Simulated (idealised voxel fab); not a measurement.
process module | voxel self aligned contacts
cross-section cut | 195 nm wide | cells 5 nm
A cross-section is a grid of square cells, given in bands from the top down. A band is one or more rows of cells.
Each band's line starts with the height of the band's top and of its bottom, in nm. Then come its materials from left to right, each with its width in nm. One material with "throughout" fills the band from edge to edge. "air" is empty space.
Height 0 is the level under which the wafer as received is all one material. The lowest band goes on downwards, as in "0 down".
A width such as "30 to 40" changes by the same amount from each row of cells to the next, from the band's top row to its bottom row.
"no change" after a step means that no cell of the cross-section changed.
closed voids: empty space of 8 cells or more with no open way to the top, each as width x height at its distance from the left edge, in nm
after a step's settings: what the simulator itself notes on the step
overlay nm, on a step with a mask: how far to the right of its planned place the mask lay; to the left if negative
plan
1 op RECEIVE | material Si
2 op OXIDIZE | depth nm 5
3 op DIRECTIONAL_DEP | material polySi | thk nm 20
4 op DIRECTIONAL_DEP | material SiN | thk nm 25
5 op MASKED_ETCH | tone cover | mask id GATE | width nm 30 | pitch nm 70 | etch materials SiN | depth nm 25 | overlay nm 0
6 op MASKED_ETCH | tone cover | mask id GATE | width nm 30 | pitch nm 70 | etch materials polySi | depth nm 20 | overlay nm 0
7 op CONFORMAL_DEP | material SiN | thk nm 10
8 op DIRECTIONAL_ETCH | etch materials SiN | depth nm 10
9 op FILL_DEP | material SiO2 | thk nm 15
10 op CMP | height nm 50
11 op DIRECTIONAL_DEP | material aC | thk nm 15
12 op PATTERN | tone open | mask id CONTACT | material resist | width nm 50 | thk nm 35 | overlay nm 0
13 op DIRECTIONAL_ETCH | etch materials aC | depth nm 15
14 op STRIP | etch materials resist
15 op DIRECTIONAL_ETCH | etch materials SiO2 | depth nm 55
16 op STRIP | etch materials aC
17 op CONFORMAL_DEP | material TiN | thk nm 5
18 op FILL_DEP | material Ru | thk nm 10
19 op CMP | height nm 50
20 op CONFORMAL_DEP | material SiCN | thk nm 5
first wafer, as planned
as received, after step 1
  0 down: Si throughout
  closed voids: none
after step 2
  0 to -5: SiO2 throughout
  below -5: unchanged
after step 3
  20 to 0: polySi throughout
  below 0: unchanged
after step 4
  45 to 20: SiN throughout
  below 20: unchanged
after step 5
  45 to 20: air 45 | SiN 30 | air 40 | SiN 30 | air 50
  below 20: unchanged
after step 6
  45 to 20: air 45 | SiN 30 | air 40 | SiN 30 | air 50
  20 to 0: air 45 | polySi 30 | air 40 | polySi 30 | air 50
  below 0: unchanged
after step 7
  55 to 20: air 35 | SiN 50 | air 20 | SiN 50 | air 40
  20 to 10: air 35 | SiN 10 | polySi 30 | SiN 10 | air 20 | SiN 10 | polySi 30 | SiN 10 | air 40
  10 to 0: SiN 45 | polySi 30 | SiN 40 | polySi 30 | SiN 50
  below 0: unchanged
after step 8
  45 to 20: air 35 | SiN 50 | air 20 | SiN 50 | air 40
  20 to 0: air 35 | SiN 10 | polySi 30 | SiN 10 | air 20 | SiN 10 | polySi 30 | SiN 10 | air 40
  below 0: unchanged
after step 9
  60 to 45: SiO2 throughout
  45 to 20: SiO2 35 | SiN 50 | SiO2 20 | SiN 50 | SiO2 40
  20 to 0: SiO2 35 | SiN 10 | polySi 30 | SiN 10 | SiO2 20 | SiN 10 | polySi 30 | SiN 10 | SiO2 40
  below 0: unchanged
after step 10
  50 to 45: SiO2 throughout
  below 45: unchanged
after step 11
  65 to 50: aC throughout
  below 50: unchanged
after step 12
  100 to 65: resist 70 | air 50 | resist 75
  below 65: unchanged
after step 13
  85 to 65: resist 70 | air 50 | resist 75
  65 to 50: aC 70 | air 50 | aC 75
  below 50: unchanged
after step 14
  65 to 50: aC 70 | air 50 | aC 75
  below 50: unchanged
after step 15
  65 to 50: aC 70 | air 50 | aC 75
  50 to 45: SiO2 70 | air 50 | SiO2 75
  45 to 20: SiO2 35 | SiN 50 | air 20 | SiN 50 | SiO2 40
  20 to 0: SiO2 35 | SiN 10 | polySi 30 | SiN 10 | air 20 | SiN 10 | polySi 30 | SiN 10 | SiO2 40
  0 to -5: SiO2 85 | air 20 | SiO2 90
  below -5: unchanged
after step 16
  50 to 45: SiO2 70 | air 50 | SiO2 75
  below 45: unchanged
after step 17
  55 to 50: TiN 75 | air 40 | TiN 80
  50 to 45: SiO2 70 | TiN 20 | air 10 | TiN 20 | SiO2 75
  45 to 20: SiO2 35 | SiN 50 | TiN 5 | air 10 | TiN 5 | SiN 50 | SiO2 40
  20 to 0: SiO2 35 | SiN 10 | polySi 30 | SiN 10 | TiN 5 | air 10 | TiN 5 | SiN 10 | polySi 30 | SiN 10 | SiO2 40
  0 to -5: SiO2 85 | TiN 20 | SiO2 90
  below -5: unchanged
after step 18
  65 to 55: Ru throughout
  55 to 50: TiN 75 | Ru 40 | TiN 80
  50 to 45: SiO2 70 | TiN 20 | Ru 10 | TiN 20 | SiO2 75
  45 to 20: SiO2 35 | SiN 50 | TiN 5 | Ru 10 | TiN 5 | SiN 50 | SiO2 40
  20 to 0: SiO2 35 | SiN 10 | polySi 30 | SiN 10 | TiN 5 | Ru 10 | TiN 5 | SiN 10 | polySi 30 | SiN 10 | SiO2 40
  below 0: unchanged
after step 19
  50 to 45: SiO2 70 | TiN 20 | Ru 10 | TiN 20 | SiO2 75
  below 45: unchanged
after step 20
  55 to 50: SiCN throughout
  below 50: unchanged
second wafer: like start, like plan, one mistake. Through step 11 it matches the first wafer
when step 12 should have ended
  100 to 65: air 70 | resist 50 | air 75
  below 65: unchanged
when step 13 should have ended
  85 to 65: air 70 | resist 50 | air 75
  65 to 50: air 70 | aC 50 | air 75
  below 50: unchanged
when step 14 should have ended
  65 to 50: air 70 | aC 50 | air 75
  below 50: unchanged
when step 15 should have ended
  65 to 50: air 70 | aC 50 | air 75
  50 to 45: air 70 | SiO2 50 | air 75
  45 to 20: air 35 | SiN 50 | SiO2 20 | SiN 50 | air 40
  20 to 0: air 35 | SiN 10 | polySi 30 | SiN 10 | SiO2 20 | SiN 10 | polySi 30 | SiN 10 | air 40
  0 to -5: air 35 | SiO2 120 | air 40
  below -5: unchanged
when step 16 should have ended
  50 to 45: air 70 | SiO2 50 | air 75
  below 45: unchanged
when step 17 should have ended
  55 to 50: air 65 | TiN 60 | air 70
  50 to 45: air 30 | TiN 40 | SiO2 50 | TiN 40 | air 35
  45 to 20: air 30 | TiN 5 | SiN 50 | SiO2 20 | SiN 50 | TiN 5 | air 35
  20 to 0: air 30 | TiN 5 | SiN 10 | polySi 30 | SiN 10 | SiO2 20 | SiN 10 | polySi 30 | SiN 10 | TiN 5 | air 35
  0 to -5: TiN 35 | SiO2 120 | TiN 40
  below -5: unchanged
when step 18 should have ended
  65 to 55: Ru throughout
  55 to 50: Ru 65 | TiN 60 | Ru 70
  50 to 45: Ru 30 | TiN 40 | SiO2 50 | TiN 40 | Ru 35
  45 to 20: Ru 30 | TiN 5 | SiN 50 | SiO2 20 | SiN 50 | TiN 5 | Ru 35
  20 to 0: Ru 30 | TiN 5 | SiN 10 | polySi 30 | SiN 10 | SiO2 20 | SiN 10 | polySi 30 | SiN 10 | TiN 5 | Ru 35
  below 0: unchanged
when step 19 should have ended
  50 to 45: Ru 30 | TiN 40 | SiO2 50 | TiN 40 | Ru 35
  below 45: unchanged
when step 20 should have ended
  55 to 50: SiCN throughout
  below 50: unchanged
what went wrong: step 12 ran as: op PATTERN | tone cover | mask id CONTACT | material resist | width nm 50 | thk nm 35 | overlay nm 0
at the end the second wafer has, in cells: 110 more of Ru | 129 fewer of SiO2 | 19 more of TiN
